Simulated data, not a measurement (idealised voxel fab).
Process module under the name voxel wiring stack
It is cross-section cut that appears here, measuring 245 nm in width, its square cells being 5 nm in size.
When this document writes out a cross-section, it uses a grid of square cells and lists it as bands, beginning at the top and moving down, with a band standing for one or more rows of cells. Band entry format. Leading values: height of top, height of bottom, nm. Remainder: materials in left-to-right order, each with its width in nm. Special words: "full width" on a single material, which then fills the band edge to edge; "air", empty space. Ref level 0: as-received wafer is one material below here. Bottom band extends down with no lower bound ("0 -> down"). A two-number width, for instance "30 to 40", indicates that the width is equal to the first number in the top row of the band and to the second number in the bottom row, and that it changes by a constant amount per row of cells. "no change" after a step means that no cell of the cross-section changed. "Completely sealed voids" specifies each empty space that is not open to the top and that occupies no fewer than 8 cells, using the form width x height at distance, the distance measured from the left edge and all three quantities in nm. It should be noted that, on the line of a given step, the content following the step's settings is a remark produced by the simulator itself with respect to that step. "overlay nm" on a masked step: distance the mask lay right of its planned place, negative for left.

# Set out below are the planned steps of the process
step 1: RECEIVE [material Si]
step 2: CONFORMAL_DEP [material SiO2] [thk nm 10]
step 3: CONFORMAL_DEP [material SiN] [thk nm 5]
step 4: DIRECTIONAL_DEP [material lowk] [thk nm 20]
step 5: PATTERN [tone open] [mask id METAL_1] [material resist] [width nm 30] [pitch nm 45] [thk nm 15] [overlay nm 0]
step 6: DIRECTIONAL_ETCH [etch materials lowk] [depth nm 20]
step 7: DIRECTIONAL_ETCH [etch materials SiN] [depth nm 5]
step 8: STRIP [etch materials resist]
step 9: CONFORMAL_DEP [material TiN] [thk nm 5]
step 10: FILL_DEP [material Ru] [thk nm 5]
step 11: CMP [height nm 35]
step 12: EPI [material Ru] [thk nm 5]
step 13: FILL_DEP [material SiCN] [thk nm 5]
step 14: DIRECTIONAL_DEP [material lowk] [thk nm 35]
step 15: DIRECTIONAL_DEP [material aC] [thk nm 10]
step 16: PATTERN [tone open] [mask id METAL_2] [material resist] [width nm 30] [pitch nm 45] [thk nm 25] [overlay nm 0]
step 17: DIRECTIONAL_ETCH [etch materials aC] [depth nm 10]
step 18: STRIP [etch materials resist]
step 19: DIRECTIONAL_ETCH [etch materials lowk] [depth nm 20]
step 20: STRIP [etch materials aC]
step 21: DIRECTIONAL_DEP [material aC] [thk nm 10]
step 22: PATTERN [tone open] [mask id METAL_2_HOLES] [material resist] [width nm 15] [thk nm 30] [overlay nm 0]
step 23: DIRECTIONAL_ETCH [etch materials aC] [depth nm 10]
step 24: STRIP [etch materials resist]
step 25: DIRECTIONAL_ETCH [etch materials lowk] [depth nm 15]
step 26: DIRECTIONAL_ETCH [etch materials SiCN] [depth nm 5]
step 27: STRIP [etch materials aC]
step 28: CONFORMAL_DEP [material TiN] [thk nm 5]
step 29: FILL_DEP [material Cu] [thk nm 5]
step 30: CMP [height nm 80]
step 31: CONFORMAL_DEP [material SiCN] [thk nm 5]

# The first wafer of two, processed as planned

# Cross-section, incoming material, after step 1
	0 -> down = Si full width
	Completely sealed voids: none

# After step 2, in cross-section
	10 -> 0 = SiO2 full width
	Below 0, no change.

# After step 3, in cross-section
	15 -> 10 = SiN full width
	Below 10, no change.

# After step 4, in cross-section
	35 -> 15 = lowk full width
	Below 15, no change.

# After step 5, in cross-section
	50 -> 35 = resist (85); air (30); resist (15); air (30); resist (85)
	Below 35, no change.

# After step 6, in cross-section
	50 -> 35 = resist (85); air (30); resist (15); air (30); resist (85)
	35 -> 15 = lowk (85); air (30); lowk (15); air (30); lowk (85)
	Below 15, no change.

# After step 7, in cross-section
	50 -> 35 = resist (85); air (30); resist (15); air (30); resist (85)
	35 -> 15 = lowk (85); air (30); lowk (15); air (30); lowk (85)
	15 -> 10 = SiN (85); air (30); SiN (15); air (30); SiN (85)
	Below 10, no change.

# After step 8, in cross-section
	35 -> 15 = lowk (85); air (30); lowk (15); air (30); lowk (85)
	Below 15, no change.

# After step 9, in cross-section
	40 -> 35 = TiN (90); air (20); TiN (25); air (20); TiN (90)
	35 -> 15 = lowk (85); TiN (5); air (20); TiN (5); lowk (15); TiN (5); air (20); TiN (5); lowk (85)
	15 -> 10 = SiN (85); TiN (30); SiN (15); TiN (30); SiN (85)
	Below 10, no change.

# After step 10, in cross-section
	45 -> 40 = Ru full width
	40 -> 35 = TiN (90); Ru (20); TiN (25); Ru (20); TiN (90)
	35 -> 15 = lowk (85); TiN (5); Ru (20); TiN (5); lowk (15); TiN (5); Ru (20); TiN (5); lowk (85)
	Below 15, no change.

# After step 11, in cross-section
	35 -> 15 = lowk (85); TiN (5); Ru (20); TiN (5); lowk (15); TiN (5); Ru (20); TiN (5); lowk (85)
	Below 15, no change.

# After step 12, in cross-section
	40 -> 35 = air (80); Ru (40); air (5); Ru (40); air (80)
	Below 35, no change.

# After step 13, in cross-section
	45 -> 40 = SiCN full width
	40 -> 35 = SiCN (80); Ru (40); SiCN (5); Ru (40); SiCN (80)
	Below 35, no change.

# After step 14, in cross-section
	80 -> 45 = lowk full width
	Below 45, no change.

# After step 15, in cross-section
	90 -> 80 = aC full width
	Below 80, no change.

# After step 16, in cross-section
	115 -> 90 = resist (85); air (30); resist (15); air (30); resist (85)
	Below 90, no change.

# After step 17, in cross-section
	105 -> 90 = resist (85); air (30); resist (15); air (30); resist (85)
	90 -> 80 = aC (85); air (30); aC (15); air (30); aC (85)
	Below 80, no change.

# After step 18, in cross-section
	90 -> 80 = aC (85); air (30); aC (15); air (30); aC (85)
	Below 80, no change.

# After step 19, in cross-section
	90 -> 80 = aC (85); air (30); aC (15); air (30); aC (85)
	80 -> 60 = lowk (85); air (30); lowk (15); air (30); lowk (85)
	Below 60, no change.

# After step 20, in cross-section
	80 -> 60 = lowk (85); air (30); lowk (15); air (30); lowk (85)
	Below 60, no change.

# After step 21, in cross-section
	90 -> 80 = aC (85); air (30); aC (15); air (30); aC (85)
	80 -> 70 = lowk (85); air (30); lowk (15); air (30); lowk (85)
	70 -> 60 = lowk (85); aC (30); lowk (15); aC (30); lowk (85)
	Below 60, no change.

# After step 22, in cross-section
	120 -> 90 = resist (85); air (15); resist (145)
	90 -> 80 = aC (85); air (15); resist (15); aC (15); resist (30); aC (85)
	80 -> 70 = lowk (85); air (15); resist (15); lowk (15); resist (30); lowk (85)
	Below 70, no change.

# After step 23, in cross-section
	110 -> 90 = resist (85); air (15); resist (145)
	90 -> 80 = aC (85); air (15); resist (15); aC (15); resist (30); aC (85)
	80 -> 70 = lowk (85); air (15); resist (15); lowk (15); resist (30); lowk (85)
	70 -> 60 = lowk (85); air (15); aC (15); lowk (15); aC (30); lowk (85)
	Below 60, no change.

# After step 24, in cross-section
	90 -> 80 = aC (85); air (30); aC (15); air (30); aC (85)
	80 -> 70 = lowk (85); air (30); lowk (15); air (30); lowk (85)
	Below 70, no change.

# After step 25, in cross-section
	90 -> 80 = aC (85); air (30); aC (15); air (30); aC (85)
	80 -> 70 = lowk (85); air (30); lowk (15); air (30); lowk (85)
	70 -> 60 = lowk (85); air (15); aC (15); lowk (15); aC (30); lowk (85)
	60 -> 45 = lowk (85); air (15); lowk (145)
	Below 45, no change.

# After step 26, in cross-section
	90 -> 80 = aC (85); air (30); aC (15); air (30); aC (85)
	80 -> 70 = lowk (85); air (30); lowk (15); air (30); lowk (85)
	70 -> 60 = lowk (85); air (15); aC (15); lowk (15); aC (30); lowk (85)
	60 -> 45 = lowk (85); air (15); lowk (145)
	45 -> 40 = SiCN (85); air (15); SiCN (145)
	Below 40, no change.

# After step 27, in cross-section
	80 -> 60 = lowk (85); air (30); lowk (15); air (30); lowk (85)
	Below 60, no change.

# After step 28, in cross-section
	85 -> 80 = TiN (90); air (20); TiN (25); air (20); TiN (90)
	80 -> 65 = lowk (85); TiN (5); air (20); TiN (5); lowk (15); TiN (5); air (20); TiN (5); lowk (85)
	65 -> 60 = lowk (85); TiN (5); air (5); TiN (20); lowk (15); TiN (30); lowk (85)
	60 -> 45 = lowk (85); TiN (5); air (5); TiN (5); lowk (145)
	45 -> 40 = SiCN (85); TiN (15); SiCN (145)
	Below 40, no change.

# After step 29, in cross-section
	90 -> 85 = Cu full width
	85 -> 80 = TiN (90); Cu (20); TiN (25); Cu (20); TiN (90)
	80 -> 65 = lowk (85); TiN (5); Cu (20); TiN (5); lowk (15); TiN (5); Cu (20); TiN (5); lowk (85)
	65 -> 60 = lowk (85); TiN (5); Cu (5); TiN (20); lowk (15); TiN (30); lowk (85)
	60 -> 45 = lowk (85); TiN (5); Cu (5); TiN (5); lowk (145)
	Below 45, no change.

# After step 30, in cross-section
	80 -> 65 = lowk (85); TiN (5); Cu (20); TiN (5); lowk (15); TiN (5); Cu (20); TiN (5); lowk (85)
	Below 65, no change.

# After step 31, in cross-section
	85 -> 80 = SiCN full width
	Below 80, no change.

# Wafer two. Same start, same plan, one slip in execution. Same as wafer one through step 18, inclusive

# Second wafer, cut view, end of step 19 per plan
	90 -> 80 = aC (85); air (30); aC (15); air (30); aC (85)
	80 -> 45 = lowk (85); air (30); lowk (15); air (30); lowk (85)
	Below 45, no change.

# Second wafer, cut view, end of step 20 per plan
	80 -> 45 = lowk (85); air (30); lowk (15); air (30); lowk (85)
	Below 45, no change.

# Second wafer, cut view, end of step 21 per plan
	90 -> 80 = aC (85); air (30); aC (15); air (30); aC (85)
	80 -> 55 = lowk (85); air (30); lowk (15); air (30); lowk (85)
	55 -> 45 = lowk (85); aC (30); lowk (15); aC (30); lowk (85)
	Below 45, no change.

# Second wafer, cut view, end of step 22 per plan
	120 -> 90 = resist (85); air (15); resist (145)
	90 -> 80 = aC (85); air (15); resist (15); aC (15); resist (30); aC (85)
	80 -> 55 = lowk (85); air (15); resist (15); lowk (15); resist (30); lowk (85)
	Below 55, no change.

# Second wafer, cut view, end of step 23 per plan
	110 -> 90 = resist (85); air (15); resist (145)
	90 -> 80 = aC (85); air (15); resist (15); aC (15); resist (30); aC (85)
	80 -> 55 = lowk (85); air (15); resist (15); lowk (15); resist (30); lowk (85)
	55 -> 45 = lowk (85); air (15); aC (15); lowk (15); aC (30); lowk (85)
	Below 45, no change.

# Second wafer, cut view, end of step 24 per plan
	90 -> 80 = aC (85); air (30); aC (15); air (30); aC (85)
	80 -> 55 = lowk (85); air (30); lowk (15); air (30); lowk (85)
	Below 55, no change.

Second wafer, cut view, end of step 25 per plan: no change

# Second wafer, cut view, end of step 26 per plan
	90 -> 80 = aC (85); air (30); aC (15); air (30); aC (85)
	80 -> 55 = lowk (85); air (30); lowk (15); air (30); lowk (85)
	55 -> 45 = lowk (85); air (15); aC (15); lowk (15); aC (30); lowk (85)
	45 -> 40 = SiCN (85); air (15); SiCN (145)
	Below 40, no change.

# Second wafer, cut view, end of step 27 per plan
	80 -> 45 = lowk (85); air (30); lowk (15); air (30); lowk (85)
	Below 45, no change.

# Second wafer, cut view, end of step 28 per plan
	85 -> 80 = TiN (90); air (20); TiN (25); air (20); TiN (90)
	80 -> 50 = lowk (85); TiN (5); air (20); TiN (5); lowk (15); TiN (5); air (20); TiN (5); lowk (85)
	50 -> 45 = lowk (85); TiN (5); air (5); TiN (20); lowk (15); TiN (30); lowk (85)
	45 -> 40 = SiCN (85); TiN (15); SiCN (145)
	Below 40, no change.

# Second wafer, cut view, end of step 29 per plan
	90 -> 85 = Cu full width
	85 -> 80 = TiN (90); Cu (20); TiN (25); Cu (20); TiN (90)
	80 -> 50 = lowk (85); TiN (5); Cu (20); TiN (5); lowk (15); TiN (5); Cu (20); TiN (5); lowk (85)
	50 -> 45 = lowk (85); TiN (5); Cu (5); TiN (20); lowk (15); TiN (30); lowk (85)
	Below 45, no change.

# Second wafer, cut view, end of step 30 per plan
	80 -> 50 = lowk (85); TiN (5); Cu (20); TiN (5); lowk (15); TiN (5); Cu (20); TiN (5); lowk (85)
	Below 50, no change.

# Second wafer, cut view, end of step 31 per plan
	85 -> 80 = SiCN full width
	Below 80, no change.
In executing the process, a mistake was made relative to the plan: yeah, plan step 19 got run twice
Heads up, by the end the second wafer has more or fewer cells of some materials compared to the first: Cu +21; TiN +6; lowk -27
